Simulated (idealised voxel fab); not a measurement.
process module | voxel transistor to metal
cross-section cut | 210 nm wide | cells 5 nm
A cross-section is a grid of square cells, given in bands from the top down. A band is one or more rows of cells.
Each band's line starts with the height of the band's top and of its bottom, in nm. Then come its materials from left to right, each with its width in nm. One material with "throughout" fills the band from edge to edge. "air" is empty space.
Height 0 is the level under which the wafer as received is all one material. The lowest band goes on downwards, as in "0 down".
A width such as "30 to 40" changes by the same amount from each row of cells to the next, from the band's top row to its bottom row.
"no change" after a step means that no cell of the cross-section changed.
closed voids: empty space of 8 cells or more with no open way to the top, each as width x height at its distance from the left edge, in nm
after a step's settings: what the simulator itself notes on the step
overlay nm, on a step with a mask: how far to the right of its planned place the mask lay; to the left if negative
plan
1 op RECEIVE | material Si
2 op CONFORMAL_DEP | material SiO2 | thk nm 5
3 op CONFORMAL_DEP | material SiN | thk nm 10
4 op DIRECTIONAL_DEP | material aC | thk nm 10
5 op PATTERN | tone cover | mask id ACTIVE | material resist | width nm 135 | thk nm 30 | overlay nm 0
6 op DIRECTIONAL_ETCH | etch materials aC | depth nm 10
7 op STRIP | etch materials resist
8 op DIRECTIONAL_ETCH | etch materials SiN | depth nm 10
9 op DIRECTIONAL_ETCH | etch materials SiO2 | depth nm 5
10 op DIRECTIONAL_ETCH | etch materials Si | depth nm 25
11 op STRIP | etch materials aC
12 op OXIDIZE | depth nm 5
13 op FILL_DEP | material SiO2 | thk nm 15
14 op CMP | height nm 15
15 op SELECTIVE_ETCH | etch materials SiO2 | depth nm 5
16 op STRIP | etch materials SiN
17 op SELECTIVE_ETCH | etch materials SiO2 | depth nm 5
18 op OXIDIZE | depth nm 5
19 op DIRECTIONAL_DEP | material polySi | thk nm 20
20 op DIRECTIONAL_DEP | material SiCN | thk nm 15
21 op DIRECTIONAL_DEP | material aC | thk nm 10
22 op PATTERN | tone cover | mask id GATE | material resist | width nm 35 | thk nm 25 | overlay nm 0
23 op DIRECTIONAL_ETCH | etch materials aC | depth nm 10
24 op STRIP | etch materials resist
25 op DIRECTIONAL_ETCH | etch materials SiCN | depth nm 25
26 op DIRECTIONAL_ETCH | etch materials polySi | depth nm 30
27 op STRIP | etch materials aC
28 op CONFORMAL_DEP | material SiO2 | thk nm 5
29 op DIRECTIONAL_ETCH | etch materials SiO2 | depth nm 5
30 op CONFORMAL_DEP | material SiN | thk nm 5
31 op DIRECTIONAL_ETCH | etch materials SiN | depth nm 5
32 op DIRECTIONAL_ETCH | etch materials SiO2 | depth nm 5
33 op EPI | material pSi | thk nm 5
34 op FILL_DEP | material SiO2 | thk nm 10
35 op CMP | height nm 20
36 op STRIP | etch materials polySi
37 op SELECTIVE_ETCH | etch materials SiO2 | depth nm 5
38 op CONFORMAL_DEP | material HfO2 | thk nm 5
39 op CONFORMAL_DEP | material TiN | thk nm 5
40 op FILL_DEP | material W | thk nm 10
41 op CMP | height nm 15
42 op DIRECTIONAL_DEP | material SiO2 | thk nm 15
43 op MASKED_ETCH | tone open | mask id CONTACT | width nm 20 | pitch nm 95 | etch materials SiO2 | depth nm 30 | overlay nm 0
44 op CONFORMAL_DEP | material TiN | thk nm 5
45 op FILL_DEP | material W | thk nm 10
46 op CMP | height nm 30
47 op CONFORMAL_DEP | material SiN | thk nm 5
48 op DIRECTIONAL_DEP | material SiO2 | thk nm 15
49 op PATTERN | tone open | mask id METAL_1 | material resist | width nm 20 | pitch nm 95 | thk nm 20 | overlay nm 0
50 op DIRECTIONAL_ETCH | etch materials SiO2 | depth nm 15
51 op DIRECTIONAL_ETCH | etch materials SiN | depth nm 5
52 op STRIP | etch materials resist
53 op CONFORMAL_DEP | material TiN | thk nm 5
54 op FILL_DEP | material Cu | thk nm 10
55 op CMP | height nm 50
56 op EPI | material Ru | thk nm 5
57 op FILL_DEP | material SiCN | thk nm 5
as received, after step 1
  0 down: Si throughout
  closed voids: none
first wafer at the end, as planned
  60 to 55: SiCN throughout
  55 to 50: SiCN 40 | Ru 30 | SiCN 65 | Ru 30 | SiCN 45
  50 to 35: SiO2 45 | TiN 5 | Cu 10 | TiN 5 | SiO2 75 | TiN 5 | Cu 10 | TiN 5 | SiO2 50
  35 to 30: SiN 45 | TiN 20 | SiN 75 | TiN 20 | SiN 50
  30 to 15: SiO2 45 | TiN 5 | W 10 | TiN 5 | SiO2 75 | TiN 5 | W 10 | TiN 5 | SiO2 50
  15 to 5: SiO2 45 | TiN 5 | W 10 | TiN 5 | SiO2 10 | SiN 5 | HfO2 5 | TiN 5 | W 25 | TiN 5 | HfO2 5 | SiN 5 | SiO2 10 | TiN 5 | W 10 | TiN 5 | SiO2 50
  5 to 0: SiO2 35 | SiN 5 | SiO2 5 | TiN 20 | SiO2 10 | SiN 5 | HfO2 5 | TiN 35 | HfO2 5 | SiN 5 | SiO2 10 | TiN 20 | SiO2 5 | SiN 5 | SiO2 40
  0 to -5: SiO2 40 | pSi 35 | SiO2 5 | HfO2 45 | SiO2 5 | pSi 35 | SiO2 45
  -5 to -30: SiO2 40 | Si 125 | SiO2 45
  -30 down: Si throughout
  closed voids: none
second wafer at the end: like start, like plan, one mistake
  65 to 60: SiCN throughout
  60 to 55: Ru throughout
  55 to 50: TiN 50 | Cu 10 | TiN 85 | Cu 10 | TiN 55
  50 to 35: SiO2 45 | TiN 5 | Cu 10 | TiN 5 | SiO2 75 | TiN 5 | Cu 10 | TiN 5 | SiO2 50
  35 to 30: SiN 45 | TiN 20 | SiN 75 | TiN 20 | SiN 50
  30 to 15: SiO2 45 | TiN 5 | W 10 | TiN 5 | SiO2 75 | TiN 5 | W 10 | TiN 5 | SiO2 50
  15 to 5: SiO2 45 | TiN 5 | W 10 | TiN 5 | SiO2 10 | SiN 5 | HfO2 5 | TiN 5 | W 25 | TiN 5 | HfO2 5 | SiN 5 | SiO2 10 | TiN 5 | W 10 | TiN 5 | SiO2 50
  5 to 0: SiO2 35 | SiN 5 | SiO2 5 | TiN 20 | SiO2 10 | SiN 5 | HfO2 5 | TiN 35 | HfO2 5 | SiN 5 | SiO2 10 | TiN 20 | SiO2 5 | SiN 5 | SiO2 40
  0 to -5: SiO2 40 | pSi 35 | SiO2 5 | HfO2 45 | SiO2 5 | pSi 35 | SiO2 45
  -5 to -30: SiO2 40 | Si 125 | SiO2 45
  -30 down: Si throughout
  closed voids: none
what went wrong: step 55 ran as: op CMP | height nm 55
at the end the second wafer has, in cells: 4 more of Cu | 30 more of Ru | 30 fewer of SiCN | 38 more of TiN
